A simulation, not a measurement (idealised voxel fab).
Herein follows the process module entitled voxel transistor to metal.
We display cut, a cross-section 280 nm in width whose square cells are each 5 nm.
Reading order for cross-sections: top band down to bottom band. Underlying form: a grid of square cells. Band size: one or more rows of cells. Top, bottom (nm), then materials left to right with widths (nm); lone material tagged "all across" fills the whole band edge to edge; "blank" = empty space. A quick word on heights: they are counted from 0, and under that level the wafer as it came to us is one material throughout. The lowest band is different from the rest in having no bottom; it simply continues downward, written as in "z 0 and below". Width spec "30->40" -> top row of cells at first value, bottom row at second value, equal per-row change in between. Basically "same as before" means that step didn't change any cell in the cross-section. The entry "Sealed internal voids" lists the empty spaces that cover at least 8 cells and have no open path to the top. Each is written as width x height at distance, where the distance is measured from the left edge and all three values are in nm. The remark found on a step's line after its settings is issued by the simulator itself and pertains to that step. overlay nm: where the mask lay relative to plan, measured to the right, on steps with a mask; negatives go left.

**Below is the list of planned process steps**
1: RECEIVE: material Si
2: OXIDIZE: depth nm 5
3: CONFORMAL_DEP: material SiN, thk nm 15
4: MASKED_ETCH: tone cover, mask id ACTIVE, width nm 100, pitch nm 130, etch materials SiN, depth nm 15, overlay nm 0
5: MASKED_ETCH: tone cover, mask id ACTIVE, width nm 100, pitch nm 130, etch materials SiO2, depth nm 5, overlay nm 0
6: MASKED_ETCH: tone cover, mask id ACTIVE, width nm 100, pitch nm 130, etch materials Si, depth nm 25, overlay nm 0
7: OXIDIZE: depth nm 5
8: FILL_DEP: material SiO2, thk nm 5
9: CMP: height nm 15
10: SELECTIVE_ETCH: etch materials SiO2, depth nm 15
11: STRIP: etch materials SiN
12: SELECTIVE_ETCH: etch materials SiO2, depth nm 5
13: OXIDIZE: depth nm 5
14: DIRECTIONAL_DEP: material polySi, thk nm 20
15: DIRECTIONAL_DEP: material SiCN, thk nm 10
16: MASKED_ETCH: tone cover, mask id GATE, width nm 20, pitch nm 130, etch materials SiCN, depth nm 20, overlay nm 0
17: MASKED_ETCH: tone cover, mask id GATE, width nm 20, pitch nm 130, etch materials polySi, depth nm 30, overlay nm 0
18: CONFORMAL_DEP: material SiN, thk nm 5
19: DIRECTIONAL_ETCH: etch materials SiN, depth nm 5
20: DIRECTIONAL_ETCH: etch materials SiO2, depth nm 5
21: EPI: material pSi, thk nm 5
22: FILL_DEP: material SiO2, thk nm 10
23: CMP: height nm 25
24: DIRECTIONAL_DEP: material SiO2, thk nm 10
25: DIRECTIONAL_DEP: material aC, thk nm 15
26: PATTERN: tone open, mask id CONTACT, material resist, width nm 30, thk nm 30, overlay nm 0
27: DIRECTIONAL_ETCH: etch materials aC, depth nm 15
28: STRIP: etch materials resist
29: DIRECTIONAL_ETCH: etch materials SiO2, depth nm 40
30: STRIP: etch materials aC
31: CONFORMAL_DEP: material TiN, thk nm 5
32: FILL_DEP: material W, thk nm 10
33: CMP: height nm 35
34: CONFORMAL_DEP: material SiN, thk nm 5
35: DIRECTIONAL_DEP: material SiO2, thk nm 15
36: DIRECTIONAL_DEP: material aC, thk nm 10
37: PATTERN: tone open, mask id METAL_1, material resist, width nm 15, thk nm 30, overlay nm 0
38: DIRECTIONAL_ETCH: etch materials aC, depth nm 10
39: STRIP: etch materials resist
40: DIRECTIONAL_ETCH: etch materials SiO2, depth nm 15
41: DIRECTIONAL_ETCH: etch materials SiN, depth nm 5
42: STRIP: etch materials aC
43: CONFORMAL_DEP: material TiN, thk nm 5
44: FILL_DEP: material Cu, thk nm 10
45: CMP: height nm 55
46: CONFORMAL_DEP: material SiN, thk nm 5

**Delivered wafer in cross-section: state after step 1**
    z 0 and below  Si all across
    Sealed internal voids: none

**Looking at the first of two wafers in cross-section at end of module - ran to plan**
    z 60 to 55  SiN all across
    z 55 to 40  SiO2=30 / TiN=5 / Cu=5 / TiN=5 / SiO2=60 / TiN=5 / Cu=5 / TiN=5 / SiO2=40 / TiN=5 / Cu=5 / TiN=5 / SiO2=60 / TiN=5 / Cu=5 / TiN=5 / SiO2=30
    z 40 to 35  SiN=30 / TiN=15 / SiN=60 / TiN=15 / SiN=40 / TiN=15 / SiN=60 / TiN=15 / SiN=30
    z 35 to 25  SiO2=30 / TiN=5 / W=20 / TiN=5 / SiO2=30 / TiN=5 / W=20 / TiN=5 / SiO2=40 / TiN=5 / W=20 / TiN=5 / SiO2=30 / TiN=5 / W=20 / TiN=5 / SiO2=30
    z 25 to 15  SiO2=30 / TiN=5 / W=20 / TiN=5 / SiN=5 / SiCN=20 / SiN=5 / TiN=5 / W=20 / TiN=5 / SiO2=40 / TiN=5 / W=20 / TiN=5 / SiN=5 / SiCN=20 / SiN=5 / TiN=5 / W=20 / TiN=5 / SiO2=30
    z 15 to 0  SiO2=30 / TiN=5 / W=20 / TiN=5 / SiN=5 / polySi=20 / SiN=5 / TiN=5 / W=20 / TiN=5 / SiO2=40 / TiN=5 / W=20 / TiN=5 / SiN=5 / polySi=20 / SiN=5 / TiN=5 / W=20 / TiN=5 / SiO2=30
    z 0 to -5  SiO2=30 / TiN=30 / SiN=5 / polySi=20 / SiN=5 / TiN=30 / SiO2=40 / TiN=30 / SiN=5 / polySi=20 / SiN=5 / TiN=30 / SiO2=30
    z -5 to -10  SiO2=25 / pSi=35 / SiO2=30 / pSi=35 / SiO2=30 / pSi=35 / SiO2=30 / pSi=35 / SiO2=25
    z -10 to -35  SiO2=30 / Si=90 / SiO2=40 / Si=90 / SiO2=30
    z -35 and below  Si all across
    Sealed internal voids: none

**The second wafer, shown in cross-section after the module: started the same way as the first and given the same plan, yet one mistake crept into how it was run**
    z 75 to 70  SiN all across
    z 70 to 60  Cu all across
    z 60 to 55  TiN=35 / Cu=5 / TiN=70 / Cu=5 / TiN=50 / Cu=5 / TiN=70 / Cu=5 / TiN=35
    z 55 to 40  SiO2=30 / TiN=5 / Cu=5 / TiN=5 / SiO2=60 / TiN=5 / Cu=5 / TiN=5 / SiO2=40 / TiN=5 / Cu=5 / TiN=5 / SiO2=60 / TiN=5 / Cu=5 / TiN=5 / SiO2=30
    z 40 to 35  SiN=30 / TiN=15 / SiN=60 / TiN=15 / SiN=40 / TiN=15 / SiN=60 / TiN=15 / SiN=30
    z 35 to 25  SiO2=30 / TiN=5 / W=20 / TiN=5 / SiO2=30 / TiN=5 / W=20 / TiN=5 / SiO2=40 / TiN=5 / W=20 / TiN=5 / SiO2=30 / TiN=5 / W=20 / TiN=5 / SiO2=30
    z 25 to 15  SiO2=30 / TiN=5 / W=20 / TiN=5 / SiN=5 / SiCN=20 / SiN=5 / TiN=5 / W=20 / TiN=5 / SiO2=40 / TiN=5 / W=20 / TiN=5 / SiN=5 / SiCN=20 / SiN=5 / TiN=5 / W=20 / TiN=5 / SiO2=30
    z 15 to 0  SiO2=30 / TiN=5 / W=20 / TiN=5 / SiN=5 / polySi=20 / SiN=5 / TiN=5 / W=20 / TiN=5 / SiO2=40 / TiN=5 / W=20 / TiN=5 / SiN=5 / polySi=20 / SiN=5 / TiN=5 / W=20 / TiN=5 / SiO2=30
    z 0 to -5  SiO2=30 / TiN=30 / SiN=5 / polySi=20 / SiN=5 / TiN=30 / SiO2=40 / TiN=30 / SiN=5 / polySi=20 / SiN=5 / TiN=30 / SiO2=30
    z -5 to -10  SiO2=25 / pSi=35 / SiO2=30 / pSi=35 / SiO2=30 / pSi=35 / SiO2=30 / pSi=35 / SiO2=25
    z -10 to -35  SiO2=30 / Si=90 / SiO2=40 / Si=90 / SiO2=30
    z -35 and below  Si all across
    Sealed internal voids: none
Here's what went sideways: step 45 of the plan: omitted, not performed
Count the cells at the end and the second wafer has more or fewer of some materials than the first: Cu +116; TiN +52
